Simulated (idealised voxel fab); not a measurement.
process module | voxel ribs on slabs
cross-section cut | 250 nm wide | cells 5 nm
A cross-section is a grid of square cells, given in bands from the top down. A band is one or more rows of cells.
Each band's line starts with the height of the band's top and of its bottom, in nm. Then come its materials from left to right, each with its width in nm. One material with "throughout" fills the band from edge to edge. "air" is empty space.
Height 0 is the level under which the wafer as received is all one material. The lowest band goes on downwards, as in "0 down".
A width such as "30 to 40" changes by the same amount from each row of cells to the next, from the band's top row to its bottom row.
"no change" after a step means that no cell of the cross-section changed.
closed voids: empty space of 8 cells or more with no open way to the top, each as width x height at its distance from the left edge, in nm
after a step's settings: what the simulator itself notes on the step
overlay nm, on a step with a mask: how far to the right of its planned place the mask lay; to the left if negative
plan
1 op RECEIVE | material Si
2 op DIRECTIONAL_DEP | material SiO2 | thk nm 25
3 op DIRECTIONAL_DEP | material polySi | thk nm 15
4 op DIRECTIONAL_DEP | material aC | thk nm 15
5 op PATTERN | tone cover | mask id RIB | material resist | width nm 20 | thk nm 35 | overlay nm 0
6 op DIRECTIONAL_ETCH | etch materials aC | depth nm 15
7 op STRIP | etch materials resist
8 op DIRECTIONAL_ETCH | etch materials polySi | depth nm 10
9 op STRIP | etch materials aC
10 op PATTERN | tone cover | mask id SLAB | material resist | width nm 50 | thk nm 15 | overlay nm 0
11 op DIRECTIONAL_ETCH | etch materials polySi | depth nm 5
12 op STRIP | etch materials resist
13 op FILL_DEP | material SiO2 | thk nm 30
14 op CMP | height nm 60
15 op DIRECTIONAL_DEP | material W | thk nm 5
16 op PATTERN | tone cover | mask id HEATER | material resist | width nm 30 | thk nm 20 | overlay nm 0
17 op DIRECTIONAL_ETCH | etch materials W | depth nm 5
18 op STRIP | etch materials resist
19 op CONFORMAL_DEP | material SiN | thk nm 5
first wafer, as planned
as received, after step 1
  0 down: Si throughout
  closed voids: none
after step 2
  25 to 0: SiO2 throughout
  below 0: unchanged
after step 3
  40 to 25: polySi throughout
  below 25: unchanged
after step 4
  55 to 40: aC throughout
  below 40: unchanged
after step 5
  90 to 55: air 115 | resist 20 | air 115
  below 55: unchanged
after step 6
  75 to 55: air 115 | resist 20 | air 115
  55 to 40: air 115 | aC 20 | air 115
  below 40: unchanged
after step 7
  55 to 40: air 115 | aC 20 | air 115
  below 40: unchanged
after step 8
  55 to 40: air 115 | aC 20 | air 115
  40 to 30: air 115 | polySi 20 | air 115
  below 30: unchanged
after step 9
  40 to 30: air 115 | polySi 20 | air 115
  below 30: unchanged
after step 10
  55 to 40: air 100 | resist 50 | air 100
  40 to 30: air 100 | resist 15 | polySi 20 | resist 15 | air 100
  below 30: unchanged
after step 11
  55 to 40: air 100 | resist 50 | air 100
  40 to 30: air 100 | resist 15 | polySi 20 | resist 15 | air 100
  30 to 25: air 100 | polySi 50 | air 100
  below 25: unchanged
after step 12
  40 to 30: air 115 | polySi 20 | air 115
  below 30: unchanged
after step 13
  70 to 40: SiO2 throughout
  40 to 30: SiO2 115 | polySi 20 | SiO2 115
  30 to 25: SiO2 100 | polySi 50 | SiO2 100
  below 25: unchanged
after step 14
  60 to 40: SiO2 throughout
  below 40: unchanged
after step 15
  65 to 60: W throughout
  below 60: unchanged
after step 16
  85 to 65: air 110 | resist 30 | air 110
  below 65: unchanged
after step 17
  85 to 65: air 110 | resist 30 | air 110
  65 to 60: air 110 | W 30 | air 110
  below 60: unchanged
after step 18
  65 to 60: air 110 | W 30 | air 110
  below 60: unchanged
after step 19
  70 to 65: air 105 | SiN 40 | air 105
  65 to 60: SiN 110 | W 30 | SiN 110
  below 60: unchanged
second wafer: like start, like plan, one mistake. Through step 18 it matches the first wafer
when step 19 should have ended
  80 to 75: air 95 | SiN 60 | air 95
  75 to 65: SiN throughout
  65 to 60: SiN 110 | W 30 | SiN 110
  below 60: unchanged
what went wrong: step 19 ran as: op CONFORMAL_DEP | material SiN | thk nm 15
at the end the second wafer has, in cells: 104 more of SiN
